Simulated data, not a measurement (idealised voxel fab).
This section sets out a process module, namely voxel capacitor over wiring.
Each square cell in cross-section cut measures 5 nm, and the section as a whole is 235 nm wide.
This document writes a cross-section as a grid whose cells are square, and gives it as bands, listed from the top down; one or more rows of cells form a band. The band entry comprises the height of the band's top followed by the height of its bottom, expressed in nm, and subsequently the band's materials from left to right, each stated together with its width in nm. Where a single material is marked with the word "full width", that material fills the band from edge to edge. The word "blank" represents empty space. Height 0 is the level under which the wafer as received is all one material. The lowest band goes on downwards, as in "from 0 down". Width: "30 to 40" (first number = top row, second number = bottom row, same change from row to row of cells). Basically "remains unaltered" means that step didn't change any cell in the cross-section. Sealed void inventory: empty space of 8 cells or more with no open way to the top, each as width x height at its distance from the left edge, in nm. On each step's line, the part that comes after the settings is the simulator's own comment on the step. Steps that use a mask can have "overlay nm" on their line. It says how far the mask sat to the right of where it was meant to be. Negative means to the left.
# List of planned process steps
1 RECEIVE: material Si
2 CONFORMAL_DEP: material SiO2, thk nm 15
3 DIRECTIONAL_DEP: material TiN, thk nm 5
4 DIRECTIONAL_DEP: material W, thk nm 20
5 DIRECTIONAL_DEP: material aC, thk nm 15
6 PATTERN: tone cover, mask id METAL_1, material resist, width nm 25, pitch nm 85, thk nm 35, overlay nm 0
7 DIRECTIONAL_ETCH: etch materials aC, depth nm 15
8 STRIP: etch materials resist
9 DIRECTIONAL_ETCH: etch materials W, depth nm 20
10 DIRECTIONAL_ETCH: etch materials TiN, depth nm 5
11 STRIP: etch materials aC
12 FILL_DEP: material SiO2, thk nm 10
13 CMP: height nm 40
14 CONFORMAL_DEP: material SiCN, thk nm 5
15 DIRECTIONAL_DEP: material lowk, thk nm 15
16 MASKED_ETCH: tone open, mask id PLUG_1, width nm 15, etch materials lowk, depth nm 15, overlay nm 0
17 MASKED_ETCH: tone open, mask id PLUG_1, width nm 15, etch materials SiCN, depth nm 5, overlay nm 0
18 CONFORMAL_DEP: material TiN, thk nm 5
19 FILL_DEP: material Ru, thk nm 10
20 CMP: height nm 60
21 DIRECTIONAL_DEP: material TiN, thk nm 5
22 DIRECTIONAL_DEP: material SiN, thk nm 5
23 DIRECTIONAL_DEP: material TiN, thk nm 10
24 DIRECTIONAL_DEP: material aC, thk nm 10
25 PATTERN: tone cover, mask id UPPER_PLATE, material resist, width nm 65, thk nm 25, overlay nm 0
26 DIRECTIONAL_ETCH: etch materials aC, depth nm 10
27 STRIP: etch materials resist
28 DIRECTIONAL_ETCH: etch materials TiN, depth nm 10
29 DIRECTIONAL_ETCH: etch materials SiN, depth nm 5
30 STRIP: etch materials aC
31 DIRECTIONAL_DEP: material aC, thk nm 10
32 PATTERN: tone cover, mask id LOWER_PLATE, material resist, width nm 75, thk nm 30, overlay nm 0
33 DIRECTIONAL_ETCH: etch materials aC, depth nm 10
34 STRIP: etch materials resist
35 DIRECTIONAL_ETCH: etch materials TiN, depth nm 5
36 STRIP: etch materials aC
37 FILL_DEP: material SiO2, thk nm 15
38 CMP: height nm 90
39 PATTERN: tone open, mask id PLUG_2, material resist, width nm 15, thk nm 20, overlay nm 0
40 DIRECTIONAL_ETCH: etch materials SiO2, depth nm 10
41 STRIP: etch materials resist
42 CONFORMAL_DEP: material TiN, thk nm 5
43 FILL_DEP: material Cu, thk nm 5
44 CMP: height nm 90
45 CONFORMAL_DEP: material SiN, thk nm 5
# First of two wafers - as planned
# Cross-sectional view of the wafer in its as-received condition, corresponding to the state after step 1
- from 0 down = Si full width
- Sealed void inventory: none
# Wafer section view after processing step 2
- from 15 to 0 = SiO2 full width
- Below 0 it's all the same as before, nothing changed down there.
# Wafer section view after processing step 3
- from 20 to 15 = TiN full width
- Below 15 it's all the same as before, nothing changed down there.
# Wafer section view after processing step 4
- from 40 to 20 = W full width
- Below 20 it's all the same as before, nothing changed down there.
# Wafer section view after processing step 5
- from 55 to 40 = aC full width
- Below 40 it's all the same as before, nothing changed down there.
# Wafer section view after processing step 6
- from 90 to 55 = blank (60); resist (25); blank (60); resist (25); blank (65)
- Below 55 it's all the same as before, nothing changed down there.
# Wafer section view after processing step 7
- from 75 to 55 = blank (60); resist (25); blank (60); resist (25); blank (65)
- from 55 to 40 = blank (60); aC (25); blank (60); aC (25); blank (65)
- Below 40 it's all the same as before, nothing changed down there.
# Wafer section view after processing step 8
- from 55 to 40 = blank (60); aC (25); blank (60); aC (25); blank (65)
- Below 40 it's all the same as before, nothing changed down there.
# Wafer section view after processing step 9
- from 55 to 40 = blank (60); aC (25); blank (60); aC (25); blank (65)
- from 40 to 20 = blank (60); W (25); blank (60); W (25); blank (65)
- Below 20 it's all the same as before, nothing changed down there.
# Wafer section view after processing step 10
- from 55 to 40 = blank (60); aC (25); blank (60); aC (25); blank (65)
- from 40 to 20 = blank (60); W (25); blank (60); W (25); blank (65)
- from 20 to 15 = blank (60); TiN (25); blank (60); TiN (25); blank (65)
- Below 15 it's all the same as before, nothing changed down there.
# Wafer section view after processing step 11
- from 40 to 20 = blank (60); W (25); blank (60); W (25); blank (65)
- Below 20 it's all the same as before, nothing changed down there.
# Wafer section view after processing step 12
- from 50 to 40 = SiO2 full width
- from 40 to 20 = SiO2 (60); W (25); SiO2 (60); W (25); SiO2 (65)
- from 20 to 15 = SiO2 (60); TiN (25); SiO2 (60); TiN (25); SiO2 (65)
- Below 15 it's all the same as before, nothing changed down there.
# Wafer section view after processing step 13
- from 40 to 20 = SiO2 (60); W (25); SiO2 (60); W (25); SiO2 (65)
- Below 20 it's all the same as before, nothing changed down there.
# Wafer section view after processing step 14
- from 45 to 40 = SiCN full width
- Below 40 it's all the same as before, nothing changed down there.
# Wafer section view after processing step 15
- from 60 to 45 = lowk full width
- Below 45 it's all the same as before, nothing changed down there.
# Wafer section view after processing step 16
- from 60 to 45 = lowk (70); blank (15); lowk (150)
- Below 45 it's all the same as before, nothing changed down there.
# Wafer section view after processing step 17
- from 60 to 45 = lowk (70); blank (15); lowk (150)
- from 45 to 40 = SiCN (70); blank (15); SiCN (150)
- Below 40 it's all the same as before, nothing changed down there.
# Wafer section view after processing step 18
- from 65 to 60 = TiN (75); blank (5); TiN (155)
- from 60 to 45 = lowk (70); TiN (5); blank (5); TiN (5); lowk (150)
- from 45 to 40 = SiCN (70); TiN (15); SiCN (150)
- Below 40 it's all the same as before, nothing changed down there.
# Wafer section view after processing step 19
- from 75 to 65 = Ru full width
- from 65 to 60 = TiN (75); Ru (5); TiN (155)
- from 60 to 45 = lowk (70); TiN (5); Ru (5); TiN (5); lowk (150)
- Below 45 it's all the same as before, nothing changed down there.
# Wafer section view after processing step 20
- from 60 to 45 = lowk (70); TiN (5); Ru (5); TiN (5); lowk (150)
- Below 45 it's all the same as before, nothing changed down there.
# Wafer section view after processing step 21
- from 65 to 60 = TiN full width
- Below 60 it's all the same as before, nothing changed down there.
# Wafer section view after processing step 22
- from 70 to 65 = SiN full width
- Below 65 it's all the same as before, nothing changed down there.
# Wafer section view after processing step 23
- from 80 to 70 = TiN full width
- Below 70 it's all the same as before, nothing changed down there.
# Wafer section view after processing step 24
- from 90 to 80 = aC full width
- Below 80 it's all the same as before, nothing changed down there.
# Wafer section view after processing step 25
- from 115 to 90 = blank (70); resist (65); blank (100)
- Below 90 it's all the same as before, nothing changed down there.
# Wafer section view after processing step 26
- from 105 to 90 = blank (70); resist (65); blank (100)
- from 90 to 80 = blank (70); aC (65); blank (100)
- Below 80 it's all the same as before, nothing changed down there.
# Wafer section view after processing step 27
- from 90 to 80 = blank (70); aC (65); blank (100)
- Below 80 it's all the same as before, nothing changed down there.
# Wafer section view after processing step 28
- from 90 to 80 = blank (70); aC (65); blank (100)
- from 80 to 70 = blank (70); TiN (65); blank (100)
- Below 70 it's all the same as before, nothing changed down there.
# Wafer section view after processing step 29
- from 90 to 80 = blank (70); aC (65); blank (100)
- from 80 to 70 = blank (70); TiN (65); blank (100)
- from 70 to 65 = blank (70); SiN (65); blank (100)
- Below 65 it's all the same as before, nothing changed down there.
# Wafer section view after processing step 30
- from 80 to 70 = blank (70); TiN (65); blank (100)
- Below 70 it's all the same as before, nothing changed down there.
# Wafer section view after processing step 31
- from 90 to 80 = blank (70); aC (65); blank (100)
- from 80 to 75 = blank (70); TiN (65); blank (100)
- from 75 to 70 = aC (70); TiN (65); aC (100)
- from 70 to 65 = aC (70); SiN (65); aC (100)
- Below 65 it's all the same as before, nothing changed down there.
# Wafer section view after processing step 32
- from 120 to 90 = blank (65); resist (75); blank (95)
- from 90 to 80 = blank (65); resist (5); aC (65); resist (5); blank (95)
- from 80 to 75 = blank (65); resist (5); TiN (65); resist (5); blank (95)
- Below 75 it's all the same as before, nothing changed down there.
# Wafer section view after processing step 33
- from 110 to 90 = blank (65); resist (75); blank (95)
- from 90 to 80 = blank (65); resist (5); aC (65); resist (5); blank (95)
- from 80 to 75 = blank (65); resist (5); TiN (65); resist (5); blank (95)
- from 75 to 70 = blank (65); aC (5); TiN (65); aC (5); blank (95)
- from 70 to 65 = blank (65); aC (5); SiN (65); aC (5); blank (95)
- Below 65 it's all the same as before, nothing changed down there.
# Wafer section view after processing step 34
- from 90 to 80 = blank (70); aC (65); blank (100)
- from 80 to 75 = blank (70); TiN (65); blank (100)
- Below 75 it's all the same as before, nothing changed down there.
# Wafer section view after processing step 35
- from 90 to 80 = blank (70); aC (65); blank (100)
- from 80 to 75 = blank (70); TiN (65); blank (100)
- from 75 to 70 = blank (65); aC (5); TiN (65); aC (5); blank (95)
- from 70 to 65 = blank (65); aC (5); SiN (65); aC (5); blank (95)
- from 65 to 60 = blank (65); TiN (75); blank (95)
- Below 60 it's all the same as before, nothing changed down there.
# Wafer section view after processing step 36
- from 80 to 70 = blank (70); TiN (65); blank (100)
- from 70 to 65 = blank (70); SiN (65); blank (100)
- Below 65 it's all the same as before, nothing changed down there.
# Wafer section view after processing step 37
- from 95 to 80 = SiO2 full width
- from 80 to 70 = SiO2 (70); TiN (65); SiO2 (100)
- from 70 to 65 = SiO2 (70); SiN (65); SiO2 (100)
- from 65 to 60 = SiO2 (65); TiN (75); SiO2 (95)
- Below 60 it's all the same as before, nothing changed down there.
# Wafer section view after processing step 38
- from 90 to 80 = SiO2 full width
- Below 80 it's all the same as before, nothing changed down there.
# Wafer section view after processing step 39
- from 110 to 90 = resist (80); blank (15); resist (140)
- Below 90 it's all the same as before, nothing changed down there.
# Wafer section view after processing step 40
- from 110 to 90 = resist (80); blank (15); resist (140)
- from 90 to 80 = SiO2 (80); blank (15); SiO2 (140)
- Below 80 it's all the same as before, nothing changed down there.
# Wafer section view after processing step 41
- from 90 to 80 = SiO2 (80); blank (15); SiO2 (140)
- Below 80 it's all the same as before, nothing changed down there.
# Wafer section view after processing step 42
- from 95 to 90 = TiN (85); blank (5); TiN (145)
- from 90 to 85 = SiO2 (80); TiN (5); blank (5); TiN (5); SiO2 (140)
- from 85 to 80 = SiO2 (80); TiN (15); SiO2 (140)
- Below 80 it's all the same as before, nothing changed down there.
# Wafer section view after processing step 43
- from 100 to 95 = Cu full width
- from 95 to 90 = TiN (85); Cu (5); TiN (145)
- from 90 to 85 = SiO2 (80); TiN (5); Cu (5); TiN (5); SiO2 (140)
- Below 85 it's all the same as before, nothing changed down there.
# Wafer section view after processing step 44
- from 90 to 85 = SiO2 (80); TiN (5); Cu (5); TiN (5); SiO2 (140)
- Below 85 it's all the same as before, nothing changed down there.
# Wafer section view after processing step 45
- from 95 to 90 = SiN full width
- Below 90 it's all the same as before, nothing changed down there.
# Second wafer: same start and same plan as the first, one execution error; identical to the first through step 15
# Second wafer at the planned finish of step 16, seen in cross-section
- from 60 to 45 = lowk (75); blank (15); lowk (145)
- Below 45 it's all the same as before, nothing changed down there.
# Second wafer at the planned finish of step 17, seen in cross-section
- from 60 to 45 = lowk (75); blank (15); lowk (145)
- from 45 to 40 = SiCN (75); blank (10); SiCN (150)
- Below 40 it's all the same as before, nothing changed down there.
# Second wafer at the planned finish of step 18, seen in cross-section
- from 65 to 60 = TiN (80); blank (5); TiN (150)
- from 60 to 50 = lowk (75); TiN (5); blank (5); TiN (5); lowk (145)
- from 50 to 45 = lowk (75); TiN (15); lowk (145)
- from 45 to 40 = SiCN (75); TiN (10); SiCN (150)
- Below 40 it's all the same as before, nothing changed down there.
# Second wafer at the planned finish of step 19, seen in cross-section
- from 75 to 65 = Ru full width
- from 65 to 60 = TiN (80); Ru (5); TiN (150)
- from 60 to 50 = lowk (75); TiN (5); Ru (5); TiN (5); lowk (145)
- Below 50 it's all the same as before, nothing changed down there.
# Second wafer at the planned finish of step 20, seen in cross-section
- from 60 to 50 = lowk (75); TiN (5); Ru (5); TiN (5); lowk (145)
- Below 50 it's all the same as before, nothing changed down there.
# Second wafer at the planned finish of step 21, seen in cross-section
- from 65 to 60 = TiN full width
- Below 60 it's all the same as before, nothing changed down there.
# Second wafer at the planned finish of step 22, seen in cross-section
- from 70 to 65 = SiN full width
- Below 65 it's all the same as before, nothing changed down there.
# Second wafer at the planned finish of step 23, seen in cross-section
- from 80 to 70 = TiN full width
- Below 70 it's all the same as before, nothing changed down there.
# Second wafer at the planned finish of step 24, seen in cross-section
- from 90 to 80 = aC full width
- Below 80 it's all the same as before, nothing changed down there.
# Second wafer at the planned finish of step 25, seen in cross-section
- from 115 to 90 = blank (70); resist (65); blank (100)
- Below 90 it's all the same as before, nothing changed down there.
# Second wafer at the planned finish of step 26, seen in cross-section
- from 105 to 90 = blank (70); resist (65); blank (100)
- from 90 to 80 = blank (70); aC (65); blank (100)
- Below 80 it's all the same as before, nothing changed down there.
# Second wafer at the planned finish of step 27, seen in cross-section
- from 90 to 80 = blank (70); aC (65); blank (100)
- Below 80 it's all the same as before, nothing changed down there.
# Second wafer at the planned finish of step 28, seen in cross-section
- from 90 to 80 = blank (70); aC (65); blank (100)
- from 80 to 70 = blank (70); TiN (65); blank (100)
- Below 70 it's all the same as before, nothing changed down there.
# Second wafer at the planned finish of step 29, seen in cross-section
- from 90 to 80 = blank (70); aC (65); blank (100)
- from 80 to 70 = blank (70); TiN (65); blank (100)
- from 70 to 65 = blank (70); SiN (65); blank (100)
- Below 65 it's all the same as before, nothing changed down there.
# Second wafer at the planned finish of step 30, seen in cross-section
- from 80 to 70 = blank (70); TiN (65); blank (100)
- Below 70 it's all the same as before, nothing changed down there.
# Second wafer at the planned finish of step 31, seen in cross-section
- from 90 to 80 = blank (70); aC (65); blank (100)
- from 80 to 75 = blank (70); TiN (65); blank (100)
- from 75 to 70 = aC (70); TiN (65); aC (100)
- from 70 to 65 = aC (70); SiN (65); aC (100)
- Below 65 it's all the same as before, nothing changed down there.
# Second wafer at the planned finish of step 32, seen in cross-section
- from 120 to 90 = blank (65); resist (75); blank (95)
- from 90 to 80 = blank (65); resist (5); aC (65); resist (5); blank (95)
- from 80 to 75 = blank (65); resist (5); TiN (65); resist (5); blank (95)
- Below 75 it's all the same as before, nothing changed down there.
# Second wafer at the planned finish of step 33, seen in cross-section
- from 110 to 90 = blank (65); resist (75); blank (95)
- from 90 to 80 = blank (65); resist (5); aC (65); resist (5); blank (95)
- from 80 to 75 = blank (65); resist (5); TiN (65); resist (5); blank (95)
- from 75 to 70 = blank (65); aC (5); TiN (65); aC (5); blank (95)
- from 70 to 65 = blank (65); aC (5); SiN (65); aC (5); blank (95)
- Below 65 it's all the same as before, nothing changed down there.
# Second wafer at the planned finish of step 34, seen in cross-section
- from 90 to 80 = blank (70); aC (65); blank (100)
- from 80 to 75 = blank (70); TiN (65); blank (100)
- Below 75 it's all the same as before, nothing changed down there.
# Second wafer at the planned finish of step 35, seen in cross-section
- from 90 to 80 = blank (70); aC (65); blank (100)
- from 80 to 75 = blank (70); TiN (65); blank (100)
- from 75 to 70 = blank (65); aC (5); TiN (65); aC (5); blank (95)
- from 70 to 65 = blank (65); aC (5); SiN (65); aC (5); blank (95)
- from 65 to 60 = blank (65); TiN (75); blank (95)
- Below 60 it's all the same as before, nothing changed down there.
# Second wafer at the planned finish of step 36, seen in cross-section
- from 80 to 70 = blank (70); TiN (65); blank (100)
- from 70 to 65 = blank (70); SiN (65); blank (100)
- Below 65 it's all the same as before, nothing changed down there.
# Second wafer at the planned finish of step 37, seen in cross-section
- from 95 to 80 = SiO2 full width
- from 80 to 70 = SiO2 (70); TiN (65); SiO2 (100)
- from 70 to 65 = SiO2 (70); SiN (65); SiO2 (100)
- from 65 to 60 = SiO2 (65); TiN (75); SiO2 (95)
- Below 60 it's all the same as before, nothing changed down there.
# Second wafer at the planned finish of step 38, seen in cross-section
- from 90 to 80 = SiO2 full width
- Below 80 it's all the same as before, nothing changed down there.
# Second wafer at the planned finish of step 39, seen in cross-section
- from 110 to 90 = resist (80); blank (15); resist (140)
- Below 90 it's all the same as before, nothing changed down there.
# Second wafer at the planned finish of step 40, seen in cross-section
- from 110 to 90 = resist (80); blank (15); resist (140)
- from 90 to 80 = SiO2 (80); blank (15); SiO2 (140)
- Below 80 it's all the same as before, nothing changed down there.
# Second wafer at the planned finish of step 41, seen in cross-section
- from 90 to 80 = SiO2 (80); blank (15); SiO2 (140)
- Below 80 it's all the same as before, nothing changed down there.
# Second wafer at the planned finish of step 42, seen in cross-section
- from 95 to 90 = TiN (85); blank (5); TiN (145)
- from 90 to 85 = SiO2 (80); TiN (5); blank (5); TiN (5); SiO2 (140)
- from 85 to 80 = SiO2 (80); TiN (15); SiO2 (140)
- Below 80 it's all the same as before, nothing changed down there.
# Second wafer at the planned finish of step 43, seen in cross-section
- from 100 to 95 = Cu full width
- from 95 to 90 = TiN (85); Cu (5); TiN (145)
- from 90 to 85 = SiO2 (80); TiN (5); Cu (5); TiN (5); SiO2 (140)
- Below 85 it's all the same as before, nothing changed down there.
# Second wafer at the planned finish of step 44, seen in cross-section
- from 90 to 85 = SiO2 (80); TiN (5); Cu (5); TiN (5); SiO2 (140)
- Below 85 it's all the same as before, nothing changed down there.
# Second wafer at the planned finish of step 45, seen in cross-section
- from 95 to 90 = SiN full width
- Below 90 it's all the same as before, nothing changed down there.
Processing error: note that step 16 departed from the planned setting and was carried out as MASKED_ETCH: tone open, mask id PLUG_1, width nm 15, etch materials lowk, depth nm 15, overlay nm 5
The second wafer ends with more or fewer cells of some materials than the first, per final count: -1 Ru, +1 SiCN
